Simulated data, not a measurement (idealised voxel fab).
voxel local oxidation: a process module
In the cross-section labelled cut, the width is 170 nm and each square cell is 5 nm.
Bands, listed from the top down, are how a cross-section gets written in this document; the cross-section itself is a grid of square cells, and a band is one or more rows of them. The band entry comprises the height of the band's top followed by the height of its bottom, expressed in nm, and subsequently the band's materials from left to right, each stated together with its width in nm. Where a single material is marked with the word "all across", that material fills the band from edge to edge. The word "blank" represents empty space. Note: height 0 marks the level under which the wafer is uniformly one material as received. Lowest band unbounded below, written "0 nm and below". With a width like "30 to 40", each row of cells in the band differs from the next by the same amount, the top row carrying the first number and the bottom row the second. The designation "everything unchanged", where it is given for a processing step, indicates that no cell of the cross-section was altered in the course of that step. Empty spaces counting at least 8 cells and having no open way to the top are listed in "Closed empty spaces". The notation width x height at distance is used for each, the distance being from the left edge and all three values in nm. Read whatever lies past the settings on a step's line as the simulator's own remark about the step. On any step carrying a mask, the "overlay nm" setting, if present on the step's line, tells how far right of its planned place the mask lay; negative values point to the left.

Process steps - plan:
| 1 | RECEIVE | material Si |
| 2 | CONFORMAL_DEP | material SiO2 | thk nm 5 |
| 3 | CONFORMAL_DEP | material SiN | thk nm 10 |
| 4 | PATTERN | tone cover | mask id ACTIVE | material resist | width nm 95 | thk nm 15 | overlay nm -15 |
| 5 | DIRECTIONAL_ETCH | etch materials SiN | depth nm 10 |
| 6 | STRIP | etch materials resist |
| 7 | SELECTIVE_ETCH | etch materials SiO2 | depth nm 5 |
| 8 | OXIDIZE | depth nm 15 |
| 9 | STRIP | etch materials SiN |
Wafer-to-wafer difference: overlay nm, step 4. Common start. Plan = first wafer's value.

First of several wafers, received after step 1, in cross-section:
    0 nm and below | Si all across
    Closed empty spaces: none

Note: the following table is arranged by wafer, a row apiece. Each row reports the end-of-module state: per material, cells gained (+) or cells lost (-) compared with the wafer as received; closed voids follow:
overlay nm -15 | -69 Si | +86 SiO2 | Closed empty spaces: none
overlay nm -10 | -69 Si | +86 SiO2 | Closed empty spaces: none
overlay nm -5 | -69 Si | +86 SiO2 | Closed empty spaces: none
overlay nm 0 | -69 Si | +86 SiO2 | Closed empty spaces: none
overlay nm 5 | -69 Si | +86 SiO2 | Closed empty spaces: none
overlay nm 10 | -69 Si | +86 SiO2 | Closed empty spaces: none
overlay nm 15 | -69 Si | +86 SiO2 | Closed empty spaces: none
